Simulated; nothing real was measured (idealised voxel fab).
process module | voxel ribs on slabs
cross-section cut | 190 nm wide | cells 5 nm
A cross-section is a grid of square cells, given in bands from the top down. A band is one or more rows of cells.
Each band's line starts with the height of the band's top and of its bottom, in nm. Then come its materials from left to right, each with its width in nm. One material with "throughout" fills the band from edge to edge. "air" is empty space.
Height 0 is the level under which the wafer as received is all one material. The lowest band goes on downwards, as in "0 down".
A width such as "30 to 40" changes by the same amount from each row of cells to the next, from the band's top row to its bottom row.
"no change" after a step means that no cell of the cross-section changed.
closed voids: empty space of 8 cells or more with no open way to the top, each as width x height at its distance from the left edge, in nm
after a step's settings: what the simulator itself notes on the step
overlay nm, on a step with a mask: how far to the right of its planned place the mask lay; to the left if negative
plan
1 op RECEIVE | material Si
2 op DIRECTIONAL_DEP | material SiO2 | thk nm 25
3 op DIRECTIONAL_DEP | material polySi | thk nm 15
4 op DIRECTIONAL_DEP | material aC | thk nm 15
5 op PATTERN | tone cover | mask id RIB | material resist | width nm 30 | thk nm 30 | overlay nm 0
6 op DIRECTIONAL_ETCH | etch materials aC | depth nm 15
7 op STRIP | etch materials resist
8 op DIRECTIONAL_ETCH | etch materials polySi | depth nm 10
9 op STRIP | etch materials aC
10 op DIRECTIONAL_DEP | material aC | thk nm 10
11 op PATTERN | tone cover | mask id SLAB | material resist | width nm 60 | thk nm 25 | overlay nm 0
12 op DIRECTIONAL_ETCH | etch materials aC | depth nm 10
13 op STRIP | etch materials resist
14 op DIRECTIONAL_ETCH | etch materials polySi | depth nm 5
15 op STRIP | etch materials aC
16 op FILL_DEP | material SiO2 | thk nm 15
17 op CMP | height nm 50
18 op DIRECTIONAL_DEP | material TiN | thk nm 5
19 op DIRECTIONAL_DEP | material aC | thk nm 10
20 op PATTERN | tone cover | mask id HEATER | material resist | width nm 40 | thk nm 30 | overlay nm 0
21 op DIRECTIONAL_ETCH | etch materials aC | depth nm 10
22 op STRIP | etch materials resist
23 op DIRECTIONAL_ETCH | etch materials TiN | depth nm 5
24 op STRIP | etch materials aC
25 op CONFORMAL_DEP | material SiO2 | thk nm 5
as received, after step 1
  0 down: Si throughout
  closed voids: none
a wafer at the end: this start, this plan, one mistake
  60 to 55: air 70 | SiO2 50 | air 70
  55 to 50: SiO2 75 | TiN 40 | SiO2 75
  50 to 40: SiO2 80 | polySi 30 | SiO2 80
  40 to 35: SiO2 65 | polySi 60 | SiO2 65
  35 to 25: polySi throughout
  25 to 0: SiO2 throughout
  0 down: Si throughout
  closed voids: none
what went wrong: step 3 ran as: op DIRECTIONAL_DEP | material polySi | thk nm 25
